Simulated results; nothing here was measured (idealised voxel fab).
Module name: voxel trench capacitor (process module)
Section cut is 185 nm wide and gridded with 5 nm square cells.
Think of the cross-section as a grid of square cells. We describe it in bands, top to bottom, and each band covers one or more rows of those cells.
Band: top and bottom heights (nm) first, top before bottom; then materials from left to right, widths in nm. "throughout" marks a sole material filling the band edge to edge. "empty" denotes empty space.
Ref level 0: as-received wafer is one material below here. Bottom band extends down with no lower bound ("0 nm and below").
Think of "30->40" as a width that walks from the first number to the second as you go down the band, top row to bottom row, taking equal-sized steps from row to row.
"no alteration" -> step changed no cross-section cell.
Any empty space of 8 cells or more lacking an open way to the top shows up in "closed voids" as width x height at distance, distance from the left edge, in nm.
Text after the settings on a step's line: the simulator's own remark on that step.
A step line may carry the setting "overlay nm", which, for steps involving a mask, states the distance by which the mask lay to the right of its intended position; negative values denote displacement to the left.

The planned process steps are enumerated hereunder:
1) RECEIVE with material Si
2) CONFORMAL_DEP with material SiN, thk nm 10
3) PATTERN with tone open, mask id TRENCH, material resist, width nm 15, pitch nm 40, thk nm 15, overlay nm 0
4) DIRECTIONAL_ETCH with etch materials SiN, depth nm 10
5) DIRECTIONAL_ETCH with etch materials Si, depth nm 30
6) STRIP with etch materials resist
7) CONFORMAL_DEP with material Al2O3, thk nm 5
8) FILL_DEP with material polySi, thk nm 5
9) CMP with height nm 10

Concerning the first of two wafers, which was run in accordance with the plan:

as received, after step 1:
	0 nm and below  Si throughout
	closed voids: none

Take a look at the wafer's cross-section after step 2:
	10 nm to 0 nm  SiN throughout
	Everything under 0 stays put, no change at all.

Take a look at the wafer's cross-section after step 3:
	25 nm to 10 nm  resist 25 | empty 15 | resist 25 | empty 15 | resist 25 | empty 15 | resist 25 | empty 15 | resist 25
	Everything under 10 stays put, no change at all.

Take a look at the wafer's cross-section after step 4:
	25 nm to 10 nm  resist 25 | empty 15 | resist 25 | empty 15 | resist 25 | empty 15 | resist 25 | empty 15 | resist 25
	10 nm to 0 nm  SiN 25 | empty 15 | SiN 25 | empty 15 | SiN 25 | empty 15 | SiN 25 | empty 15 | SiN 25
	Everything under 0 stays put, no change at all.

Take a look at the wafer's cross-section after step 5:
	25 nm to 10 nm  resist 25 | empty 15 | resist 25 | empty 15 | resist 25 | empty 15 | resist 25 | empty 15 | resist 25
	10 nm to 0 nm  SiN 25 | empty 15 | SiN 25 | empty 15 | SiN 25 | empty 15 | SiN 25 | empty 15 | SiN 25
	0 nm to -30 nm  Si 25 | empty 15 | Si 25 | empty 15 | Si 25 | empty 15 | Si 25 | empty 15 | Si 25
	Everything under -30 stays put, no change at all.

Take a look at the wafer's cross-section after step 6:
	10 nm to 0 nm  SiN 25 | empty 15 | SiN 25 | empty 15 | SiN 25 | empty 15 | SiN 25 | empty 15 | SiN 25
	Everything under 0 stays put, no change at all.

Take a look at the wafer's cross-section after step 7:
	15 nm to 10 nm  Al2O3 30 | empty 5 | Al2O3 35 | empty 5 | Al2O3 35 | empty 5 | Al2O3 35 | empty 5 | Al2O3 30
	10 nm to 0 nm  SiN 25 | Al2O3 5 | empty 5 | Al2O3 5 | SiN 25 | Al2O3 5 | empty 5 | Al2O3 5 | SiN 25 | Al2O3 5 | empty 5 | Al2O3 5 | SiN 25 | Al2O3 5 | empty 5 | Al2O3 5 | SiN 25
	0 nm to -25 nm  Si 25 | Al2O3 5 | empty 5 | Al2O3 5 | Si 25 | Al2O3 5 | empty 5 | Al2O3 5 | Si 25 | Al2O3 5 | empty 5 | Al2O3 5 | Si 25 | Al2O3 5 | empty 5 | Al2O3 5 | Si 25
	-25 nm to -30 nm  Si 25 | Al2O3 15 | Si 25 | Al2O3 15 | Si 25 | Al2O3 15 | Si 25 | Al2O3 15 | Si 25
	Everything under -30 stays put, no change at all.

Take a look at the wafer's cross-section after step 8:
	20 nm to 15 nm  polySi throughout
	15 nm to 10 nm  Al2O3 30 | polySi 5 | Al2O3 35 | polySi 5 | Al2O3 35 | polySi 5 | Al2O3 35 | polySi 5 | Al2O3 30
	10 nm to 0 nm  SiN 25 | Al2O3 5 | polySi 5 | Al2O3 5 | SiN 25 | Al2O3 5 | polySi 5 | Al2O3 5 | SiN 25 | Al2O3 5 | polySi 5 | Al2O3 5 | SiN 25 | Al2O3 5 | polySi 5 | Al2O3 5 | SiN 25
	0 nm to -25 nm  Si 25 | Al2O3 5 | polySi 5 | Al2O3 5 | Si 25 | Al2O3 5 | polySi 5 | Al2O3 5 | Si 25 | Al2O3 5 | polySi 5 | Al2O3 5 | Si 25 | Al2O3 5 | polySi 5 | Al2O3 5 | Si 25
	Everything under -25 stays put, no change at all.

Take a look at the wafer's cross-section after step 9:
	10 nm to 0 nm  SiN 25 | Al2O3 5 | polySi 5 | Al2O3 5 | SiN 25 | Al2O3 5 | polySi 5 | Al2O3 5 | SiN 25 | Al2O3 5 | polySi 5 | Al2O3 5 | SiN 25 | Al2O3 5 | polySi 5 | Al2O3 5 | SiN 25
	Everything under 0 stays put, no change at all.

Okay, second wafer. Nothing different at the start, nothing different in the plan, just one mistake somewhere in the running. As far as step 2, counting that step, it's the first wafer all over again:

Here is the second wafer in cross-section at the point where step 3 of the plan should have been done:
	25 nm to 10 nm  resist 20 | empty 15 | resist 25 | empty 15 | resist 25 | empty 15 | resist 25 | empty 15 | resist 30
	Everything under 10 stays put, no change at all.

Here is the second wafer in cross-section at the point where step 4 of the plan should have been done:
	25 nm to 10 nm  resist 20 | empty 15 | resist 25 | empty 15 | resist 25 | empty 15 | resist 25 | empty 15 | resist 30
	10 nm to 0 nm  SiN 20 | empty 15 | SiN 25 | empty 15 | SiN 25 | empty 15 | SiN 25 | empty 15 | SiN 30
	Everything under 0 stays put, no change at all.

Here is the second wafer in cross-section at the point where step 5 of the plan should have been done:
	25 nm to 10 nm  resist 20 | empty 15 | resist 25 | empty 15 | resist 25 | empty 15 | resist 25 | empty 15 | resist 30
	10 nm to 0 nm  SiN 20 | empty 15 | SiN 25 | empty 15 | SiN 25 | empty 15 | SiN 25 | empty 15 | SiN 30
	0 nm to -30 nm  Si 20 | empty 15 | Si 25 | empty 15 | Si 25 | empty 15 | Si 25 | empty 15 | Si 30
	Everything under -30 stays put, no change at all.

Here is the second wafer in cross-section at the point where step 6 of the plan should have been done:
	10 nm to 0 nm  SiN 20 | empty 15 | SiN 25 | empty 15 | SiN 25 | empty 15 | SiN 25 | empty 15 | SiN 30
	Everything under 0 stays put, no change at all.

Here is the second wafer in cross-section at the point where step 7 of the plan should have been done:
	15 nm to 10 nm  Al2O3 25 | empty 5 | Al2O3 35 | empty 5 | Al2O3 35 | empty 5 | Al2O3 35 | empty 5 | Al2O3 35
	10 nm to 0 nm  SiN 20 | Al2O3 5 | empty 5 | Al2O3 5 | SiN 25 | Al2O3 5 | empty 5 | Al2O3 5 | SiN 25 | Al2O3 5 | empty 5 | Al2O3 5 | SiN 25 | Al2O3 5 | empty 5 | Al2O3 5 | SiN 30
	0 nm to -25 nm  Si 20 | Al2O3 5 | empty 5 | Al2O3 5 | Si 25 | Al2O3 5 | empty 5 | Al2O3 5 | Si 25 | Al2O3 5 | empty 5 | Al2O3 5 | Si 25 | Al2O3 5 | empty 5 | Al2O3 5 | Si 30
	-25 nm to -30 nm  Si 20 | Al2O3 15 | Si 25 | Al2O3 15 | Si 25 | Al2O3 15 | Si 25 | Al2O3 15 | Si 30
	Everything under -30 stays put, no change at all.

Here is the second wafer in cross-section at the point where step 8 of the plan should have been done:
	20 nm to 15 nm  polySi throughout
	15 nm to 10 nm  Al2O3 25 | polySi 5 | Al2O3 35 | polySi 5 | Al2O3 35 | polySi 5 | Al2O3 35 | polySi 5 | Al2O3 35
	10 nm to 0 nm  SiN 20 | Al2O3 5 | polySi 5 | Al2O3 5 | SiN 25 | Al2O3 5 | polySi 5 | Al2O3 5 | SiN 25 | Al2O3 5 | polySi 5 | Al2O3 5 | SiN 25 | Al2O3 5 | polySi 5 | Al2O3 5 | SiN 30
	0 nm to -25 nm  Si 20 | Al2O3 5 | polySi 5 | Al2O3 5 | Si 25 | Al2O3 5 | polySi 5 | Al2O3 5 | Si 25 | Al2O3 5 | polySi 5 | Al2O3 5 | Si 25 | Al2O3 5 | polySi 5 | Al2O3 5 | Si 30
	Everything under -25 stays put, no change at all.

Here is the second wafer in cross-section at the point where step 9 of the plan should have been done:
	10 nm to 0 nm  SiN 20 | Al2O3 5 | polySi 5 | Al2O3 5 | SiN 25 | Al2O3 5 | polySi 5 | Al2O3 5 | SiN 25 | Al2O3 5 | polySi 5 | Al2O3 5 | SiN 25 | Al2O3 5 | polySi 5 | Al2O3 5 | SiN 30
	Everything under 0 stays put, no change at all.
Want to know what went wrong? step 3 ran differently from the plan; actual operation with settings: PATTERN with tone open, mask id TRENCH, material resist, width nm 15, pitch nm 40, thk nm 15, overlay nm -5
Final state: per-material cell counts identical on both wafers; locations differ.
